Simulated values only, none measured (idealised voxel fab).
Module name: voxel released beams (process module)
In the cross-section labelled cut, the width is 195 nm and each square cell is 5 nm.
In what follows, cross-sections appear as grids of square cells, described through bands that run from the top down, where every band is one or more rows of cells.
Band: top height; bottom height; in nm. Then, left to right: material with width in nm, for each material. "full width": a single material spanning edge to edge. "blank": empty space.
All heights in this document are referenced to 0, defined as the level beneath which the wafer, as received, consists entirely of one material. The lowest band is not bounded below; it extends indefinitely downward and is written in the form "0..down".
The notation "30->40" denotes a width that varies across the rows of cells in the band, beginning at the first number in the top row, finishing at the second number in the bottom row, and changing by an identical amount from each row to the next.
Reading "everything unchanged" for a step: not a cell of the cross-section changed in it.
The entry titled "Cavities, closed" provides the empty spaces that have no open way to the top, restricted to those of 8 cells or more. Each is presented as width x height at distance, the distance being measured from the left edge, with all three in nm.
Where a step's line continues beyond its settings, the continuation is a remark by the simulator itself on that step.
Steps that use a mask can have "overlay nm" on their line. It says how far the mask sat to the right of where it was meant to be. Negative means to the left.
[Process steps foreseen in the plan]
- 1: RECEIVE: material Si
- 2: CONFORMAL_DEP: material SiN, thk nm 5
- 3: DIRECTIONAL_DEP: material SiO2, thk nm 10
- 4: MASKED_ETCH: tone open, mask id ANCHOR, width nm 45, etch materials SiO2, depth nm 10, overlay nm 0
- 5: CONFORMAL_DEP: material TiN, thk nm 15
- 6: DIRECTIONAL_DEP: material aC, thk nm 10
- 7: PATTERN: tone cover, mask id BEAM, material resist, width nm 120, thk nm 30, overlay nm 0
- 8: DIRECTIONAL_ETCH: etch materials aC, depth nm 10
- 9: STRIP: etch materials resist
- 10: DIRECTIONAL_ETCH: etch materials TiN, depth nm 15
- 11: STRIP: etch materials aC
- 12: STRIP: etch materials SiO2
[Step 1 complete: cross-section of the wafer as received]
0..down  Si full width
Cavities, closed: none
[First of two wafers, end-of-module section, run followed plan]
30..20  35 nm blank | 20 nm TiN | 15 nm blank | 85 nm TiN | 40 nm blank
20..15  35 nm blank | 120 nm TiN | 40 nm blank
15..5  40 nm blank | 45 nm TiN | 110 nm blank
5..0  SiN full width
0..down  Si full width
Cavities, closed: none
[Wafer two, sectioned after the module: the first wafer's start, the first wafer's plan, and one mistake in how it was run]
30..20  35 nm blank | 65 nm TiN | 95 nm blank
20..15  35 nm blank | 120 nm TiN | 40 nm blank
15..5  25 nm blank | 15 nm TiN | 45 nm SiO2 | 70 nm TiN | 40 nm blank
5..0  SiN full width
0..down  Si full width
Cavities, closed: none
The mistake made against the process plan was this: the process deviated at step 4: the operation and settings actually run there were MASKED_ETCH: tone cover, mask id ANCHOR, width nm 45, etch materials SiO2, depth nm 10, overlay nm 0
Final wafer comparison in cells, second versus first, more or fewer per material: SiO2: 18 more
